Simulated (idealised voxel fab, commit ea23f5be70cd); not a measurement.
Name of the process module below: voxel capacitor over wiring
cross-section cut | 150 nm wide | cells 5 nm
Bands, listed from the top down, are how a cross-section gets written in this document; the cross-section itself is a grid of square cells, and a band is one or more rows of them. Band: top and bottom heights (nm) first, top before bottom; then materials from left to right, widths in nm. "everywhere" marks a sole material filling the band edge to edge. "air" denotes empty space. The level at which height equals 0 is the one under which the wafer, as it arrives, is entirely one material. No lower edge exists for the bottom band, which continues downward and is notated as in "from 0 down". Read "30 to 40" as a graded width: first number on top, second number at the bottom, same change between each pair of neighbouring rows. "no change" means the step left every cell of the cross-section as it was. The list in "Trapped voids" covers empty spaces of 8 cells or more that cannot reach the top through any open way, and it gives each as width x height at distance; the distance is from the left edge, and width, height and distance are in nm. Formally, on a step line, whatever follows the settings is a remark that the simulator itself makes on the step. For masked steps, "overlay nm" on the step line gives how far right of plan the mask actually lay; a minus sign means it lay to the left.
Process steps - plan:
1 RECEIVE [material Si]
2 CONFORMAL_DEP [material SiO2] [thk nm 15]
3 CONFORMAL_DEP [material SiN] [thk nm 5]
4 DIRECTIONAL_DEP [material lowk] [thk nm 25]
5 PATTERN [tone open] [mask id METAL_1] [material resist] [width nm 25] [pitch nm 95] [thk nm 20] [overlay nm 0]
6 DIRECTIONAL_ETCH [etch materials lowk] [depth nm 25]
7 DIRECTIONAL_ETCH [etch materials SiN] [depth nm 5]
8 STRIP [etch materials resist]
9 CONFORMAL_DEP [material TiN] [thk nm 5]
10 FILL_DEP [material Cu] [thk nm 10]
11 CMP [height nm 45]
12 CONFORMAL_DEP [material SiCN] [thk nm 5]
13 DIRECTIONAL_DEP [material lowk] [thk nm 20]
14 DIRECTIONAL_DEP [material aC] [thk nm 15]
15 PATTERN [tone open] [mask id PLUG_1] [material resist] [width nm 15] [thk nm 35] [overlay nm 0]
16 DIRECTIONAL_ETCH [etch materials aC] [depth nm 15]
17 STRIP [etch materials resist]
18 DIRECTIONAL_ETCH [etch materials lowk] [depth nm 20]
19 DIRECTIONAL_ETCH [etch materials SiCN] [depth nm 5]
20 STRIP [etch materials aC]
21 CONFORMAL_DEP [material TiN] [thk nm 5]
22 FILL_DEP [material Ru] [thk nm 10]
23 CMP [height nm 70]
24 DIRECTIONAL_DEP [material TiN] [thk nm 5]
25 DIRECTIONAL_DEP [material Al2O3] [thk nm 5]
26 DIRECTIONAL_DEP [material TiN] [thk nm 10]
27 DIRECTIONAL_DEP [material aC] [thk nm 10]
28 PATTERN [tone cover] [mask id UPPER_PLATE] [material resist] [width nm 75] [thk nm 30] [overlay nm 0]
29 DIRECTIONAL_ETCH [etch materials aC] [depth nm 10]
30 STRIP [etch materials resist]
31 DIRECTIONAL_ETCH [etch materials TiN] [depth nm 10]
32 DIRECTIONAL_ETCH [etch materials Al2O3] [depth nm 5]
33 STRIP [etch materials aC]
34 MASKED_ETCH [tone cover] [mask id LOWER_PLATE] [width nm 85] [etch materials TiN] [depth nm 5] [overlay nm 0]
35 FILL_DEP [material SiO2] [thk nm 20]
36 CMP [height nm 105]
37 DIRECTIONAL_DEP [material aC] [thk nm 15]
38 PATTERN [tone open] [mask id PLUG_2] [material resist] [width nm 15] [thk nm 30] [overlay nm 0]
39 DIRECTIONAL_ETCH [etch materials aC] [depth nm 15]
40 STRIP [etch materials resist]
41 DIRECTIONAL_ETCH [etch materials SiO2] [depth nm 15]
42 STRIP [etch materials aC]
43 CONFORMAL_DEP [material TiN] [thk nm 5]
44 FILL_DEP [material Cu] [thk nm 10]
45 CMP [height nm 105]
46 CONFORMAL_DEP [material SiN] [thk nm 5]
Wafer, first of two, run as planned:
Cross-section of the wafer at receipt, which is the condition after step 1:
	from 0 down = Si everywhere
	Trapped voids: none
Step 2 done - wafer cross-section:
	from 15 to 0 = SiO2 everywhere
	Under the height 0 nothing was changed.
Step 3 done - wafer cross-section:
	from 20 to 15 = SiN everywhere
	Under the height 15 nothing was changed.
Step 4 done - wafer cross-section:
	from 45 to 20 = lowk everywhere
	Under the height 20 nothing was changed.
Step 5 done - wafer cross-section:
	from 65 to 45 = 15 of resist  25 of air  70 of resist  25 of air  15 of resist
	Under the height 45 nothing was changed.
Step 6 done - wafer cross-section:
	from 65 to 45 = 15 of resist  25 of air  70 of resist  25 of air  15 of resist
	from 45 to 20 = 15 of lowk  25 of air  70 of lowk  25 of air  15 of lowk
	Under the height 20 nothing was changed.
Step 7 done - wafer cross-section:
	from 65 to 45 = 15 of resist  25 of air  70 of resist  25 of air  15 of resist
	from 45 to 20 = 15 of lowk  25 of air  70 of lowk  25 of air  15 of lowk
	from 20 to 15 = 15 of SiN  25 of air  70 of SiN  25 of air  15 of SiN
	Under the height 15 nothing was changed.
Step 8 done - wafer cross-section:
	from 45 to 20 = 15 of lowk  25 of air  70 of lowk  25 of air  15 of lowk
	Under the height 20 nothing was changed.
Step 9 done - wafer cross-section:
	from 50 to 45 = 20 of TiN  15 of air  80 of TiN  15 of air  20 of TiN
	from 45 to 20 = 15 of lowk  5 of TiN  15 of air  5 of TiN  70 of lowk  5 of TiN  15 of air  5 of TiN  15 of lowk
	from 20 to 15 = 15 of SiN  25 of TiN  70 of SiN  25 of TiN  15 of SiN
	Under the height 15 nothing was changed.
Step 10 done - wafer cross-section:
	from 60 to 50 = Cu everywhere
	from 50 to 45 = 20 of TiN  15 of Cu  80 of TiN  15 of Cu  20 of TiN
	from 45 to 20 = 15 of lowk  5 of TiN  15 of Cu  5 of TiN  70 of lowk  5 of TiN  15 of Cu  5 of TiN  15 of lowk
	Under the height 20 nothing was changed.
Step 11 done - wafer cross-section:
	from 45 to 20 = 15 of lowk  5 of TiN  15 of Cu  5 of TiN  70 of lowk  5 of TiN  15 of Cu  5 of TiN  15 of lowk
	Under the height 20 nothing was changed.
Step 12 done - wafer cross-section:
	from 50 to 45 = SiCN everywhere
	Under the height 45 nothing was changed.
Step 13 done - wafer cross-section:
	from 70 to 50 = lowk everywhere
	Under the height 50 nothing was changed.
Step 14 done - wafer cross-section:
	from 85 to 70 = aC everywhere
	Under the height 70 nothing was changed.
Step 15 done - wafer cross-section:
	from 120 to 85 = 25 of resist  15 of air  110 of resist
	Under the height 85 nothing was changed.
Step 16 done - wafer cross-section:
	from 105 to 85 = 25 of resist  15 of air  110 of resist
	from 85 to 70 = 25 of aC  15 of air  110 of aC
	Under the height 70 nothing was changed.
Step 17 done - wafer cross-section:
	from 85 to 70 = 25 of aC  15 of air  110 of aC
	Under the height 70 nothing was changed.
Step 18 done - wafer cross-section:
	from 85 to 70 = 25 of aC  15 of air  110 of aC
	from 70 to 50 = 25 of lowk  15 of air  110 of lowk
	Under the height 50 nothing was changed.
Step 19 done - wafer cross-section:
	from 85 to 70 = 25 of aC  15 of air  110 of aC
	from 70 to 50 = 25 of lowk  15 of air  110 of lowk
	from 50 to 45 = 25 of SiCN  15 of air  110 of SiCN
	Under the height 45 nothing was changed.
Step 20 done - wafer cross-section:
	from 70 to 50 = 25 of lowk  15 of air  110 of lowk
	Under the height 50 nothing was changed.
Step 21 done - wafer cross-section:
	from 75 to 70 = 30 of TiN  5 of air  115 of TiN
	from 70 to 50 = 25 of lowk  5 of TiN  5 of air  5 of TiN  110 of lowk
	from 50 to 45 = 25 of SiCN  15 of TiN  110 of SiCN
	Under the height 45 nothing was changed.
Step 22 done - wafer cross-section:
	from 85 to 75 = Ru everywhere
	from 75 to 70 = 30 of TiN  5 of Ru  115 of TiN
	from 70 to 50 = 25 of lowk  5 of TiN  5 of Ru  5 of TiN  110 of lowk
	Under the height 50 nothing was changed.
Step 23 done - wafer cross-section:
	from 70 to 50 = 25 of lowk  5 of TiN  5 of Ru  5 of TiN  110 of lowk
	Under the height 50 nothing was changed.
Step 24 done - wafer cross-section:
	from 75 to 70 = TiN everywhere
	Under the height 70 nothing was changed.
Step 25 done - wafer cross-section:
	from 80 to 75 = Al2O3 everywhere
	Under the height 75 nothing was changed.
Step 26 done - wafer cross-section:
	from 90 to 80 = TiN everywhere
	Under the height 80 nothing was changed.
Step 27 done - wafer cross-section:
	from 100 to 90 = aC everywhere
	Under the height 90 nothing was changed.
Step 28 done - wafer cross-section:
	from 130 to 100 = 25 of air  75 of resist  50 of air
	Under the height 100 nothing was changed.
Step 29 done - wafer cross-section:
	from 120 to 100 = 25 of air  75 of resist  50 of air
	from 100 to 90 = 25 of air  75 of aC  50 of air
	Under the height 90 nothing was changed.
Step 30 done - wafer cross-section:
	from 100 to 90 = 25 of air  75 of aC  50 of air
	Under the height 90 nothing was changed.
Step 31 done - wafer cross-section:
	from 100 to 90 = 25 of air  75 of aC  50 of air
	from 90 to 80 = 25 of air  75 of TiN  50 of air
	Under the height 80 nothing was changed.
Step 32 done - wafer cross-section:
	from 100 to 90 = 25 of air  75 of aC  50 of air
	from 90 to 80 = 25 of air  75 of TiN  50 of air
	from 80 to 75 = 25 of air  75 of Al2O3  50 of air
	Under the height 75 nothing was changed.
Step 33 done - wafer cross-section:
	from 90 to 80 = 25 of air  75 of TiN  50 of air
	Under the height 80 nothing was changed.
Step 34 done - wafer cross-section:
	from 90 to 80 = 25 of air  75 of TiN  50 of air
	from 80 to 75 = 25 of air  75 of Al2O3  50 of air
	from 75 to 70 = 20 of air  85 of TiN  45 of air
	Under the height 70 nothing was changed.
Step 35 done - wafer cross-section:
	from 110 to 90 = SiO2 everywhere
	from 90 to 80 = 25 of SiO2  75 of TiN  50 of SiO2
	from 80 to 75 = 25 of SiO2  75 of Al2O3  50 of SiO2
	from 75 to 70 = 20 of SiO2  85 of TiN  45 of SiO2
	Under the height 70 nothing was changed.
Step 36 done - wafer cross-section:
	from 105 to 90 = SiO2 everywhere
	Under the height 90 nothing was changed.
Step 37 done - wafer cross-section:
	from 120 to 105 = aC everywhere
	Under the height 105 nothing was changed.
Step 38 done - wafer cross-section:
	from 150 to 120 = 35 of resist  15 of air  100 of resist
	Under the height 120 nothing was changed.
Step 39 done - wafer cross-section:
	from 135 to 120 = 35 of resist  15 of air  100 of resist
	from 120 to 105 = 35 of aC  15 of air  100 of aC
	Under the height 105 nothing was changed.
Step 40 done - wafer cross-section:
	from 120 to 105 = 35 of aC  15 of air  100 of aC
	Under the height 105 nothing was changed.
Step 41 done - wafer cross-section:
	from 120 to 105 = 35 of aC  15 of air  100 of aC
	from 105 to 90 = 35 of SiO2  15 of air  100 of SiO2
	Under the height 90 nothing was changed.
Step 42 done - wafer cross-section:
	from 105 to 90 = 35 of SiO2  15 of air  100 of SiO2
	Under the height 90 nothing was changed.
Step 43 done - wafer cross-section:
	from 110 to 105 = 40 of TiN  5 of air  105 of TiN
	from 105 to 95 = 35 of SiO2  5 of TiN  5 of air  5 of TiN  100 of SiO2
	from 95 to 90 = 35 of SiO2  15 of TiN  100 of SiO2
	Under the height 90 nothing was changed.
Step 44 done - wafer cross-section:
	from 120 to 110 = Cu everywhere
	from 110 to 105 = 40 of TiN  5 of Cu  105 of TiN
	from 105 to 95 = 35 of SiO2  5 of TiN  5 of Cu  5 of TiN  100 of SiO2
	Under the height 95 nothing was changed.
Step 45 done - wafer cross-section:
	from 105 to 95 = 35 of SiO2  5 of TiN  5 of Cu  5 of TiN  100 of SiO2
	Under the height 95 nothing was changed.
Step 46 done - wafer cross-section:
	from 110 to 105 = SiN everywhere
	Under the height 105 nothing was changed.
Wafer two. Identical start, identical plan. One mistake in execution. Identical history through step 11:
Cross-sectional view of the second wafer at the intended end time of process step 12:
	from 65 to 45 = lowk everywhere
	Under the height 45 nothing was changed.
Cross-sectional view of the second wafer at the intended end time of process step 13:
	from 70 to 65 = SiCN everywhere
	Under the height 65 nothing was changed.
Cross-sectional view of the second wafer at the intended end time of process step 14:
	from 85 to 70 = aC everywhere
	Under the height 70 nothing was changed.
Cross-sectional view of the second wafer at the intended end time of process step 15:
	from 120 to 85 = 25 of resist  15 of air  110 of resist
	Under the height 85 nothing was changed.
Cross-sectional view of the second wafer at the intended end time of process step 16:
	from 105 to 85 = 25 of resist  15 of air  110 of resist
	from 85 to 70 = 25 of aC  15 of air  110 of aC
	Under the height 70 nothing was changed.
Cross-sectional view of the second wafer at the intended end time of process step 17:
	from 85 to 70 = 25 of aC  15 of air  110 of aC
	Under the height 70 nothing was changed.
Cross-sectional view of the second wafer at the intended end time of process step 18: no change
Cross-sectional view of the second wafer at the intended end time of process step 19:
	from 85 to 70 = 25 of aC  15 of air  110 of aC
	from 70 to 65 = 25 of SiCN  15 of air  110 of SiCN
	Under the height 65 nothing was changed.
Cross-sectional view of the second wafer at the intended end time of process step 20:
	from 70 to 65 = 25 of SiCN  15 of air  110 of SiCN
	Under the height 65 nothing was changed.
Cross-sectional view of the second wafer at the intended end time of process step 21:
	from 75 to 70 = 30 of TiN  5 of air  115 of TiN
	from 70 to 65 = 25 of SiCN  15 of TiN  110 of SiCN
	Under the height 65 nothing was changed.
Cross-sectional view of the second wafer at the intended end time of process step 22:
	from 85 to 75 = Ru everywhere
	from 75 to 70 = 30 of TiN  5 of Ru  115 of TiN
	Under the height 70 nothing was changed.
Cross-sectional view of the second wafer at the intended end time of process step 23:
	from 70 to 65 = 25 of SiCN  15 of TiN  110 of SiCN
	Under the height 65 nothing was changed.
Cross-sectional view of the second wafer at the intended end time of process step 24:
	from 75 to 70 = TiN everywhere
	Under the height 70 nothing was changed.
Cross-sectional view of the second wafer at the intended end time of process step 25:
	from 80 to 75 = Al2O3 everywhere
	Under the height 75 nothing was changed.
Cross-sectional view of the second wafer at the intended end time of process step 26:
	from 90 to 80 = TiN everywhere
	Under the height 80 nothing was changed.
Cross-sectional view of the second wafer at the intended end time of process step 27:
	from 100 to 90 = aC everywhere
	Under the height 90 nothing was changed.
Cross-sectional view of the second wafer at the intended end time of process step 28:
	from 130 to 100 = 25 of air  75 of resist  50 of air
	Under the height 100 nothing was changed.
Cross-sectional view of the second wafer at the intended end time of process step 29:
	from 120 to 100 = 25 of air  75 of resist  50 of air
	from 100 to 90 = 25 of air  75 of aC  50 of air
	Under the height 90 nothing was changed.
Cross-sectional view of the second wafer at the intended end time of process step 30:
	from 100 to 90 = 25 of air  75 of aC  50 of air
	Under the height 90 nothing was changed.
Cross-sectional view of the second wafer at the intended end time of process step 31:
	from 100 to 90 = 25 of air  75 of aC  50 of air
	from 90 to 80 = 25 of air  75 of TiN  50 of air
	Under the height 80 nothing was changed.
Cross-sectional view of the second wafer at the intended end time of process step 32:
	from 100 to 90 = 25 of air  75 of aC  50 of air
	from 90 to 80 = 25 of air  75 of TiN  50 of air
	from 80 to 75 = 25 of air  75 of Al2O3  50 of air
	Under the height 75 nothing was changed.
Cross-sectional view of the second wafer at the intended end time of process step 33:
	from 90 to 80 = 25 of air  75 of TiN  50 of air
	Under the height 80 nothing was changed.
Cross-sectional view of the second wafer at the intended end time of process step 34:
	from 90 to 80 = 25 of air  75 of TiN  50 of air
	from 80 to 75 = 25 of air  75 of Al2O3  50 of air
	from 75 to 70 = 20 of air  85 of TiN  45 of air
	Under the height 70 nothing was changed.
Cross-sectional view of the second wafer at the intended end time of process step 35:
	from 110 to 90 = SiO2 everywhere
	from 90 to 80 = 25 of SiO2  75 of TiN  50 of SiO2
	from 80 to 75 = 25 of SiO2  75 of Al2O3  50 of SiO2
	from 75 to 70 = 20 of SiO2  85 of TiN  45 of SiO2
	Under the height 70 nothing was changed.
Cross-sectional view of the second wafer at the intended end time of process step 36:
	from 105 to 90 = SiO2 everywhere
	Under the height 90 nothing was changed.
Cross-sectional view of the second wafer at the intended end time of process step 37:
	from 120 to 105 = aC everywhere
	Under the height 105 nothing was changed.
Cross-sectional view of the second wafer at the intended end time of process step 38:
	from 150 to 120 = 35 of resist  15 of air  100 of resist
	Under the height 120 nothing was changed.
Cross-sectional view of the second wafer at the intended end time of process step 39:
	from 135 to 120 = 35 of resist  15 of air  100 of resist
	from 120 to 105 = 35 of aC  15 of air  100 of aC
	Under the height 105 nothing was changed.
Cross-sectional view of the second wafer at the intended end time of process step 40:
	from 120 to 105 = 35 of aC  15 of air  100 of aC
	Under the height 105 nothing was changed.
Cross-sectional view of the second wafer at the intended end time of process step 41:
	from 120 to 105 = 35 of aC  15 of air  100 of aC
	from 105 to 90 = 35 of SiO2  15 of air  100 of SiO2
	Under the height 90 nothing was changed.
Cross-sectional view of the second wafer at the intended end time of process step 42:
	from 105 to 90 = 35 of SiO2  15 of air  100 of SiO2
	Under the height 90 nothing was changed.
Cross-sectional view of the second wafer at the intended end time of process step 43:
	from 110 to 105 = 40 of TiN  5 of air  105 of TiN
	from 105 to 95 = 35 of SiO2  5 of TiN  5 of air  5 of TiN  100 of SiO2
	from 95 to 90 = 35 of SiO2  15 of TiN  100 of SiO2
	Under the height 90 nothing was changed.
Cross-sectional view of the second wafer at the intended end time of process step 44:
	from 120 to 110 = Cu everywhere
	from 110 to 105 = 40 of TiN  5 of Cu  105 of TiN
	from 105 to 95 = 35 of SiO2  5 of TiN  5 of Cu  5 of TiN  100 of SiO2
	Under the height 95 nothing was changed.
Cross-sectional view of the second wafer at the intended end time of process step 45:
	from 105 to 95 = 35 of SiO2  5 of TiN  5 of Cu  5 of TiN  100 of SiO2
	Under the height 95 nothing was changed.
Cross-sectional view of the second wafer at the intended end time of process step 46:
	from 110 to 105 = SiN everywhere
	Under the height 105 nothing was changed.
What broke from the plan during processing? contrary to the plan, steps 12 and 13 were processed in exchanged order
Final wafer comparison in cells, second versus first, more or fewer per material: Ru -4 | TiN -8 | lowk +12
